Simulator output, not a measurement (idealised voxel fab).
process module | voxel fin reveal
cross-section cut | 270 nm wide | cells 5 nm
A cross-section is a grid of square cells, given in bands from the top down. A band is one or more rows of cells.
Each band's line starts with the height of the band's top and of its bottom, in nm. Then come its materials from left to right, each with its width in nm. One material with "throughout" fills the band from edge to edge. "air" is empty space.
Height 0 is the level under which the wafer as received is all one material. The lowest band goes on downwards, as in "0 down".
A width such as "30 to 40" changes by the same amount from each row of cells to the next, from the band's top row to its bottom row.
"no change" after a step means that no cell of the cross-section changed.
closed voids: empty space of 8 cells or more with no open way to the top, each as width x height at its distance from the left edge, in nm
after a step's settings: what the simulator itself notes on the step
overlay nm, on a step with a mask: how far to the right of its planned place the mask lay; to the left if negative
plan
1 op RECEIVE | material Si
2 op CONFORMAL_DEP | material SiN | thk nm 5
3 op PATTERN | tone cover | mask id FINS | material resist | width nm 15 | pitch nm 40 | thk nm 15 | overlay nm 0
4 op DIRECTIONAL_ETCH | etch materials SiN | depth nm 5
5 op DIRECTIONAL_ETCH | etch materials Si | depth nm 40
6 op STRIP | etch materials resist
7 op OXIDIZE | depth nm 5
8 op FILL_DEP | material SiO2 | thk nm 10
9 op CMP | height nm 5
10 op SELECTIVE_ETCH | etch materials SiO2 | depth nm 30
11 op STRIP | etch materials SiN
first wafer, as planned
as received, after step 1
  0 down: Si throughout
  closed voids: none
after step 2
  5 to 0: SiN throughout
  below 0: unchanged
after step 3
  20 to 5: air 65 | resist 15 | air 25 | resist 15 | air 25 | resist 15 | air 25 | resist 15 | air 70
  below 5: unchanged
after step 4
  20 to 5: air 65 | resist 15 | air 25 | resist 15 | air 25 | resist 15 | air 25 | resist 15 | air 70
  5 to 0: air 65 | SiN 15 | air 25 | SiN 15 | air 25 | SiN 15 | air 25 | SiN 15 | air 70
  below 0: unchanged
after step 5
  20 to 5: air 65 | resist 15 | air 25 | resist 15 | air 25 | resist 15 | air 25 | resist 15 | air 70
  5 to 0: air 65 | SiN 15 | air 25 | SiN 15 | air 25 | SiN 15 | air 25 | SiN 15 | air 70
  0 to -40: air 65 | Si 15 | air 25 | Si 15 | air 25 | Si 15 | air 25 | Si 15 | air 70
  below -40: unchanged
after step 6
  5 to 0: air 65 | SiN 15 | air 25 | SiN 15 | air 25 | SiN 15 | air 25 | SiN 15 | air 70
  below 0: unchanged
after step 7
  5 to 0: air 65 | SiN 15 | air 25 | SiN 15 | air 25 | SiN 15 | air 25 | SiN 15 | air 70
  0 to -40: air 65 | SiO2 5 | Si 5 | SiO2 5 | air 25 | SiO2 5 | Si 5 | SiO2 5 | air 25 | SiO2 5 | Si 5 | SiO2 5 | air 25 | SiO2 5 | Si 5 | SiO2 5 | air 70
  -40 to -45: SiO2 70 | Si 5 | SiO2 35 | Si 5 | SiO2 35 | Si 5 | SiO2 35 | Si 5 | SiO2 75
  below -45: unchanged
after step 8
  15 to 5: SiO2 throughout
  5 to 0: SiO2 65 | SiN 15 | SiO2 25 | SiN 15 | SiO2 25 | SiN 15 | SiO2 25 | SiN 15 | SiO2 70
  0 to -45: SiO2 70 | Si 5 | SiO2 35 | Si 5 | SiO2 35 | Si 5 | SiO2 35 | Si 5 | SiO2 75
  below -45: unchanged
after step 9
  5 to 0: SiO2 65 | SiN 15 | SiO2 25 | SiN 15 | SiO2 25 | SiN 15 | SiO2 25 | SiN 15 | SiO2 70
  below 0: unchanged
after step 10
  5 to 0: air 65 | SiN 15 | air 25 | SiN 15 | air 25 | SiN 15 | air 25 | SiN 15 | air 70
  0 to -25: air 70 | Si 5 | air 35 | Si 5 | air 35 | Si 5 | air 35 | Si 5 | air 75
  below -25: unchanged
after step 11
  0 to -25: air 70 | Si 5 | air 35 | Si 5 | air 35 | Si 5 | air 35 | Si 5 | air 75
  below -25: unchanged
second wafer: like start, like plan, one mistake. Through step 9 it matches the first wafer
when step 10 should have ended
  5 to 0: SiO2 65 | air 15 | SiO2 25 | air 15 | SiO2 25 | air 15 | SiO2 25 | air 15 | SiO2 70
  below 0: unchanged
when step 11 should have ended
  0 to -25: air 70 | Si 5 | air 35 | Si 5 | air 35 | Si 5 | air 35 | Si 5 | air 75
  -25 to -30: SiO2 35 | air 35 | Si 5 | air 35 | Si 5 | air 35 | Si 5 | air 35 | Si 5 | air 35 | SiO2 40
  below -30: unchanged
what went wrong: steps 10 and 11 were swapped
at the end the second wafer has, in cells: 35 fewer of SiO2
